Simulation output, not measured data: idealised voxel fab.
process module | voxel gate over fins
cross-section cut | 210 nm wide | cells 5 nm
A cross-section is a grid of square cells, given in bands from the top down. A band is one or more rows of cells.
Each band's line starts with the height of the band's top and of its bottom, in nm. Then come its materials from left to right, each with its width in nm. One material with "throughout" fills the band from edge to edge. "air" is empty space.
Height 0 is the level under which the wafer as received is all one material. The lowest band goes on downwards, as in "0 down".
A width such as "30 to 40" changes by the same amount from each row of cells to the next, from the band's top row to its bottom row.
"no change" after a step means that no cell of the cross-section changed.
closed voids: empty space of 8 cells or more with no open way to the top, each as width x height at its distance from the left edge, in nm
after a step's settings: what the simulator itself notes on the step
overlay nm, on a step with a mask: how far to the right of its planned place the mask lay; to the left if negative
plan
1 op RECEIVE | material Si
2 op CONFORMAL_DEP | material SiN | thk nm 10
3 op DIRECTIONAL_DEP | material aC | thk nm 10
4 op PATTERN | tone cover | mask id FINS | material resist | width nm 15 | pitch nm 55 | thk nm 30 | overlay nm 0
5 op DIRECTIONAL_ETCH | etch materials aC | depth nm 10
6 op STRIP | etch materials resist
7 op DIRECTIONAL_ETCH | etch materials SiN | depth nm 10
8 op DIRECTIONAL_ETCH | etch materials Si | depth nm 35
9 op STRIP | etch materials aC
10 op FILL_DEP | material SiO2 | thk nm 15
11 op CMP | height nm 10
12 op DIRECTIONAL_DEP | material aC | thk nm 10
13 op PATTERN | tone open | mask id RAIL | material resist | width nm 15 | thk nm 25 | overlay nm 0
14 op DIRECTIONAL_ETCH | etch materials aC | depth nm 10
15 op STRIP | etch materials resist
16 op DIRECTIONAL_ETCH | etch materials SiO2 | depth nm 40
17 op STRIP | etch materials aC
18 op CONFORMAL_DEP | material TiN | thk nm 5
19 op FILL_DEP | material W | thk nm 10
20 op CMP | height nm 10
21 op SELECTIVE_ETCH | etch materials W Ru TiN | depth nm 30
22 op FILL_DEP | material SiO2 | thk nm 5
23 op CMP | height nm 10
24 op SELECTIVE_ETCH | etch materials SiO2 | depth nm 20
25 op STRIP | etch materials SiN
26 op CONFORMAL_DEP | material HfO2 | thk nm 5
27 op CONFORMAL_DEP | material TiN | thk nm 5
28 op CONFORMAL_DEP | material TiAl | thk nm 5
29 op CONFORMAL_DEP | material TiN | thk nm 5
30 op FILL_DEP | material W | thk nm 15
31 op CMP | height nm 30
32 op CONFORMAL_DEP | material SiCN | thk nm 10
as received, after step 1
  0 down: Si throughout
  closed voids: none
first wafer at the end, as planned
  40 to 30: SiCN throughout
  30 to 20: W throughout
  20 to 15: W 20 | TiN 165 | W 25
  15 to 10: W 20 | TiN 5 | TiAl 45 | TiN 10 | TiAl 45 | TiN 10 | TiAl 45 | TiN 5 | W 25
  10 to 5: TiN 25 | TiAl 5 | TiN 35 | TiAl 5 | TiN 10 | TiAl 5 | TiN 35 | TiAl 5 | TiN 10 | TiAl 5 | TiN 35 | TiAl 5 | TiN 30
  5 to 0: TiAl 30 | TiN 5 | HfO2 25 | TiN 5 | TiAl 20 | TiN 5 | HfO2 25 | TiN 5 | TiAl 20 | TiN 5 | HfO2 25 | TiN 5 | TiAl 35
  0 to -5: TiN 35 | HfO2 5 | Si 15 | HfO2 5 | TiN 30 | HfO2 5 | Si 15 | HfO2 5 | TiN 30 | HfO2 5 | Si 15 | HfO2 5 | TiN 40
  -5 to -10: HfO2 40 | Si 15 | HfO2 40 | Si 15 | HfO2 40 | Si 15 | HfO2 45
  -10 to -20: SiO2 40 | Si 15 | SiO2 40 | Si 15 | SiO2 40 | Si 15 | SiO2 45
  -20 to -25: SiO2 40 | Si 15 | SiO2 10 | TiN 5 | W 5 | TiN 5 | SiO2 15 | Si 15 | SiO2 40 | Si 15 | SiO2 45
  -25 to -30: SiO2 40 | Si 15 | SiO2 10 | TiN 15 | SiO2 15 | Si 15 | SiO2 40 | Si 15 | SiO2 45
  -30 to -35: SiO2 40 | Si 15 | SiO2 40 | Si 15 | SiO2 40 | Si 15 | SiO2 45
  -35 down: Si throughout
  closed voids: none
second wafer at the end: like start, like plan, one mistake
  40 to 30: SiCN throughout
  30 to 20: W throughout
  20 to 15: W 20 | TiN 165 | W 25
  15 to 10: W 20 | TiN 5 | TiAl 45 | TiN 10 | TiAl 45 | TiN 10 | TiAl 45 | TiN 5 | W 25
  10 to 5: W 20 | TiN 5 | TiAl 5 | TiN 35 | TiAl 5 | TiN 10 | TiAl 5 | TiN 35 | TiAl 5 | TiN 10 | TiAl 5 | TiN 35 | TiAl 5 | TiN 5 | W 25
  5 to 0: W 20 | TiN 5 | TiAl 5 | TiN 5 | HfO2 25 | TiN 5 | TiAl 5 | TiN 10 | TiAl 5 | TiN 5 | HfO2 25 | TiN 5 | TiAl 5 | TiN 10 | TiAl 5 | TiN 5 | HfO2 25 | TiN 5 | TiAl 5 | TiN 5 | W 25
  0 to -5: W 20 | TiN 5 | TiAl 5 | TiN 5 | HfO2 5 | Si 15 | HfO2 5 | TiN 5 | TiAl 5 | TiN 10 | TiAl 5 | TiN 5 | HfO2 5 | Si 15 | HfO2 5 | TiN 5 | TiAl 5 | TiN 10 | TiAl 5 | TiN 5 | HfO2 5 | Si 15 | HfO2 5 | TiN 5 | TiAl 5 | TiN 5 | W 25
  -5 to -10: W 20 | TiN 5 | TiAl 5 | TiN 5 | HfO2 5 | Si 15 | HfO2 5 | TiN 5 | TiAl 20 | TiN 5 | HfO2 5 | Si 15 | HfO2 5 | TiN 5 | TiAl 5 | TiN 10 | TiAl 5 | TiN 5 | HfO2 5 | Si 15 | HfO2 5 | TiN 5 | TiAl 5 | TiN 5 | W 25
  -10 to -15: TiN 25 | TiAl 5 | TiN 5 | HfO2 5 | Si 15 | HfO2 5 | TiN 30 | HfO2 5 | Si 15 | HfO2 5 | TiN 5 | TiAl 5 | TiN 10 | TiAl 5 | TiN 5 | HfO2 5 | Si 15 | HfO2 5 | TiN 5 | TiAl 5 | TiN 30
  -15 to -20: TiAl 30 | TiN 5 | HfO2 5 | Si 15 | HfO2 30 | TiN 5 | HfO2 5 | Si 15 | HfO2 5 | TiN 5 | TiAl 20 | TiN 5 | HfO2 5 | Si 15 | HfO2 5 | TiN 5 | TiAl 35
  -20 to -25: TiN 35 | HfO2 5 | Si 15 | HfO2 10 | TiN 5 | W 5 | TiN 5 | HfO2 5 | TiN 5 | HfO2 5 | Si 15 | HfO2 5 | TiN 30 | HfO2 5 | Si 15 | HfO2 5 | TiN 40
  -25 to -30: HfO2 40 | Si 15 | HfO2 10 | TiN 15 | HfO2 15 | Si 15 | HfO2 40 | Si 15 | HfO2 45
  -30 to -35: SiO2 40 | Si 15 | SiO2 40 | Si 15 | SiO2 40 | Si 15 | SiO2 45
  -35 down: Si throughout
  closed voids: none
what went wrong: step 24 was run twice
at the end the second wafer has, in cells: 28 more of HfO2 | 126 fewer of SiO2 | 20 more of TiAl | 42 more of TiN | 36 more of W
